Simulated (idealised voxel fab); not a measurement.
Documented hereafter: the process module known as voxel local oxidation.
The figure presents cross-section cut, which has a width of 250 nm and is divided into square cells with an edge length of 5 nm.
Each cross-section below is a grid of square cells, stated as bands in top-down order, with one or more rows of cells making up each band. Quick guide to a band line: top height, bottom height (nm) up front; then every material left to right with its width in nm. Only one material and it's marked "all across"? Then it fills the band edge to edge. And "blank" just means empty space. Basically, 0 is our baseline, since under it the wafer straight out of the box is all one material. The bottom band has no lower end and keeps on going down, so it looks like "0..down". A two-number width, for instance "30..40", indicates that the width is equal to the first number in the top row of the band and to the second number in the bottom row, and that it changes by a constant amount per row of cells. "remains unaltered", as given for a step, is the statement that not any cell of the cross-section underwent a change during that step. Enclosed voids (no open way to top), threshold 8 cells or more, entry "Fully sealed voids", notation width x height at distance, distance from left edge, nm. Read whatever lies past the settings on a step's line as the simulator's own remark about the step. overlay nm: how far to the right of its planned place the mask lay on this masked step (negative: to the left).

### Steps planned for the process
1) RECEIVE, material Si
2) OXIDIZE, depth nm 5
3) CONFORMAL_DEP, material SiN, thk nm 15
4) DIRECTIONAL_DEP, material aC, thk nm 15
5) PATTERN, tone cover, mask id ACTIVE, material resist, width nm 95, thk nm 35, overlay nm 0
6) DIRECTIONAL_ETCH, etch materials aC, depth nm 15
7) STRIP, etch materials resist
8) DIRECTIONAL_ETCH, etch materials SiN, depth nm 15
9) STRIP, etch materials aC
10) SELECTIVE_ETCH, etch materials SiO2, depth nm 5
11) OXIDIZE, depth nm 10
12) STRIP, etch materials SiN

### Wafer, first of two, run as planned

### Shown in cross-section is the wafer as received, that is, as it stands after step 1
* 0..down: Si all across
* Fully sealed voids: none

### Cross-section through the wafer, step 2 finished
* 0..-5: SiO2 all across
* below -5: unchanged

### Cross-section through the wafer, step 3 finished
* 15..0: SiN all across
* below 0: unchanged

### Cross-section through the wafer, step 4 finished
* 30..15: aC all across
* below 15: unchanged

### Cross-section through the wafer, step 5 finished
* 65..30: 75 nm blank  95 nm resist  80 nm blank
* below 30: unchanged

### Cross-section through the wafer, step 6 finished
* 50..30: 75 nm blank  95 nm resist  80 nm blank
* 30..15: 75 nm blank  95 nm aC  80 nm blank
* below 15: unchanged

### Cross-section through the wafer, step 7 finished
* 30..15: 75 nm blank  95 nm aC  80 nm blank
* below 15: unchanged

### Cross-section through the wafer, step 8 finished
* 30..15: 75 nm blank  95 nm aC  80 nm blank
* 15..0: 75 nm blank  95 nm SiN  80 nm blank
* below 0: unchanged

### Cross-section through the wafer, step 9 finished
* 15..0: 75 nm blank  95 nm SiN  80 nm blank
* below 0: unchanged

### Cross-section through the wafer, step 10 finished
* 15..0: 75 nm blank  95 nm SiN  80 nm blank
* 0..-5: 80 nm blank  85 nm SiO2  85 nm blank
* below -5: unchanged

### Cross-section through the wafer, step 11 finished
* 15..0: 75 nm blank  95 nm SiN  80 nm blank
* 0..-5: 80 nm blank  85 nm SiO2  85 nm blank
* -5..-15: 90 nm SiO2  65 nm Si  95 nm SiO2
* below -15: unchanged

### Cross-section through the wafer, step 12 finished
* 0..-5: 80 nm blank  85 nm SiO2  85 nm blank
* below -5: unchanged

### Okay, second wafer. Nothing different at the start, nothing different in the plan, just one mistake somewhere in the running. As far as step 1, counting that step, it's the first wafer all over again

### Cross-section, second wafer, at the end time the plan gives for step 2
* 0..-15: SiO2 all across
* below -15: unchanged

### Cross-section, second wafer, at the end time the plan gives for step 3
* 15..0: SiN all across
* below 0: unchanged

### Cross-section, second wafer, at the end time the plan gives for step 4
* 30..15: aC all across
* below 15: unchanged

### Cross-section, second wafer, at the end time the plan gives for step 5
* 65..30: 75 nm blank  95 nm resist  80 nm blank
* below 30: unchanged

### Cross-section, second wafer, at the end time the plan gives for step 6
* 50..30: 75 nm blank  95 nm resist  80 nm blank
* 30..15: 75 nm blank  95 nm aC  80 nm blank
* below 15: unchanged

### Cross-section, second wafer, at the end time the plan gives for step 7
* 30..15: 75 nm blank  95 nm aC  80 nm blank
* below 15: unchanged

### Cross-section, second wafer, at the end time the plan gives for step 8
* 30..15: 75 nm blank  95 nm aC  80 nm blank
* 15..0: 75 nm blank  95 nm SiN  80 nm blank
* below 0: unchanged

### Cross-section, second wafer, at the end time the plan gives for step 9
* 15..0: 75 nm blank  95 nm SiN  80 nm blank
* below 0: unchanged

### Cross-section, second wafer, at the end time the plan gives for step 10
* 15..0: 75 nm blank  95 nm SiN  80 nm blank
* 0..-5: 80 nm blank  85 nm SiO2  85 nm blank
* below -5: unchanged

Cross-section, second wafer, at the end time the plan gives for step 11: remains unaltered

### Cross-section, second wafer, at the end time the plan gives for step 12
* 0..-5: 80 nm blank  85 nm SiO2  85 nm blank
* below -5: unchanged
What went wrong in running the wafer? contrary to plan, step 2 was performed as OXIDIZE, depth nm 15
Bottom line after processing is that, in cells, the second wafer is up or down on some materials versus the first: -26 Si; +26 SiO2
